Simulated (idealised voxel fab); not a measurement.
Herein follows the process module entitled voxel spacer lines.
Square cells of 5 nm make up the cross-section cut, whose width is 250 nm.
Just so we're on the same page, the cross-sections are grids of square cells, and they're listed out in bands top to bottom, each band one or more rows deep.
Each band's line starts with the height of the band's top and of its bottom, in nm. Then come its materials from left to right, each with its width in nm. One material with "all across" fills the band from edge to edge. "blank" is empty space.
Height datum 0, below which the as-received substrate wafer is one material. Lowest band open at the bottom, running downward: "0 down".
The width entry "30->40" should be interpreted row by row: the top row of cells in the band takes the first number, the bottom row takes the second number, and the change between adjacent rows is uniform throughout.
The cross-section has no changed cell in any step marked "no modifications".
"Entrapped void list": empty spaces of 8 cells or more with no open way to the top, each given as width x height at distance, distance from the left edge, all in nm.
On a step's line, text after the settings is the simulator commenting on that step.
The line of a step may include "overlay nm". On a step with a mask, this value is how far to the right of its planned place the mask lay. A negative value means the mask lay to the left.
Process steps (planned):
1,RECEIVE: material Si
2,CONFORMAL_DEP: material Al2O3, thk nm 5
3,DIRECTIONAL_DEP: material SiN, thk nm 10
4,DIRECTIONAL_DEP: material aC, thk nm 20
5,PATTERN: tone cover, mask id MANDREL, material resist, width nm 15, pitch nm 50, thk nm 30, overlay nm 0
6,DIRECTIONAL_ETCH: etch materials aC, depth nm 20
7,STRIP: etch materials resist
8,CONFORMAL_DEP: material SiO2, thk nm 10
9,DIRECTIONAL_ETCH: etch materials SiO2, depth nm 10
10,STRIP: etch materials aC
11,DIRECTIONAL_ETCH: etch materials SiN, depth nm 10
12,STRIP: etch materials SiO2
13,FILL_DEP: material SiO2, thk nm 10
14,CMP: height nm 15
As received (post step 1): cross-section:
  0 down: Si all across
  Entrapped void list: none
End-of-module cross-section of the first of two wafers, processed as planned:
  15 to 5: 55 SiO2  10 SiN  15 SiO2  10 SiN  15 SiO2  10 SiN  15 SiO2  10 SiN  15 SiO2  10 SiN  15 SiO2  10 SiN  60 SiO2
  5 to 0: Al2O3 all across
  0 down: Si all across
  Entrapped void list: none
Second wafer through the module, sectioned at the end: same beginning and same plan as the first wafer, with one mistake in carrying it out:
  15 to 5: 45 SiO2  10 SiN  15 SiO2  10 SiN  15 SiO2  10 SiN  15 SiO2  10 SiN  15 SiO2  10 SiN  15 SiO2  10 SiN  70 SiO2
  5 to 0: Al2O3 all across
  0 down: Si all across
  Entrapped void list: none
Heads up, the wafer didn't run the way we planned it: not per plan at step 5, really ran PATTERN: tone cover, mask id MANDREL, material resist, width nm 15, pitch nm 50, thk nm 30, overlay nm -10
Comparing end states, the material composition by cell count is preserved from the first wafer to the second, while the locations of the cells are not.
